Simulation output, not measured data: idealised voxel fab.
Module name: voxel trench capacitor (process module)
It is cross-section cut that appears here, measuring 205 nm in width, its square cells being 5 nm in size.
How to read a cross-section here: the picture is a grid of square cells, written as bands going from the top down, and any band can span one or more rows of cells.
The band entry comprises the height of the band's top followed by the height of its bottom, expressed in nm, and subsequently the band's materials from left to right, each stated together with its width in nm. Where a single material is marked with the word "throughout", that material fills the band from edge to edge. The word "blank" represents empty space.
Heights are measured from 0, the level below which the as-received wafer is all one material; the lowest band has no bottom and continues downward, written as in "from 0 down".
Graded width ("30 to 40"): value in top row of band = first number; value in bottom row = second number; row-to-row change constant.
The designation "nothing changed", where it is given for a processing step, indicates that no cell of the cross-section was altered in the course of that step.
Reported under the label "Closed void catalog" are the empty spaces having no open way to the top and comprising 8 cells or more; the notation for each is width x height at distance, in which the distance is measured from the left edge and all three values are in nm.
Formally, on a step line, whatever follows the settings is a remark that the simulator itself makes on the step.
Steps that use a mask can have "overlay nm" on their line. It says how far the mask sat to the right of where it was meant to be. Negative means to the left.

[Intended process steps]
1: RECEIVE with material Si
2: CONFORMAL_DEP with material SiN, thk nm 10
3: DIRECTIONAL_DEP with material aC, thk nm 10
4: PATTERN with tone open, mask id TRENCH, material resist, width nm 15, pitch nm 45, thk nm 25, overlay nm 0
5: DIRECTIONAL_ETCH with etch materials aC, depth nm 10
6: STRIP with etch materials resist
7: DIRECTIONAL_ETCH with etch materials SiN, depth nm 10
8: DIRECTIONAL_ETCH with etch materials Si, depth nm 40
9: STRIP with etch materials aC
10: CONFORMAL_DEP with material Al2O3, thk nm 5
11: FILL_DEP with material polySi, thk nm 5
12: CMP with height nm 10

[Delivered wafer in cross-section: state after step 1]
	from 0 down | Si throughout
	Closed void catalog: none

[Looking at the first of two wafers in cross-section at end of module - ran to plan]
	from 10 to 0 | SiN: 50 | Al2O3: 5 | polySi: 5 | Al2O3: 5 | SiN: 30 | Al2O3: 5 | polySi: 5 | Al2O3: 5 | SiN: 30 | Al2O3: 5 | polySi: 5 | Al2O3: 5 | SiN: 50
	from 0 to -35 | Si: 50 | Al2O3: 5 | polySi: 5 | Al2O3: 5 | Si: 30 | Al2O3: 5 | polySi: 5 | Al2O3: 5 | Si: 30 | Al2O3: 5 | polySi: 5 | Al2O3: 5 | Si: 50
	from -35 to -40 | Si: 50 | Al2O3: 15 | Si: 30 | Al2O3: 15 | Si: 30 | Al2O3: 15 | Si: 50
	from -40 down | Si throughout
	Closed void catalog: none

[Now the second wafer, cross-sectioned at the end of the module. Nothing different at the start, nothing different in the plan compared with the first, just one mistake when it was actually run]
	from 10 to 0 | SiN: 50 | aC: 5 | polySi: 5 | aC: 5 | SiN: 30 | aC: 5 | polySi: 5 | aC: 5 | SiN: 30 | aC: 5 | polySi: 5 | aC: 5 | SiN: 50
	from 0 to -35 | Si: 50 | aC: 5 | polySi: 5 | aC: 5 | Si: 30 | aC: 5 | polySi: 5 | aC: 5 | Si: 30 | aC: 5 | polySi: 5 | aC: 5 | Si: 50
	from -35 to -40 | Si: 50 | aC: 15 | Si: 30 | aC: 15 | Si: 30 | aC: 15 | Si: 50
	from -40 down | Si throughout
	Closed void catalog: none
What went wrong in running the wafer? note that step 10 departed from the planned setting and was carried out as CONFORMAL_DEP with material aC, thk nm 5
Counted in cells at the end, the second wafer holds more or fewer of these materials than the first: Al2O3 -63, aC +63
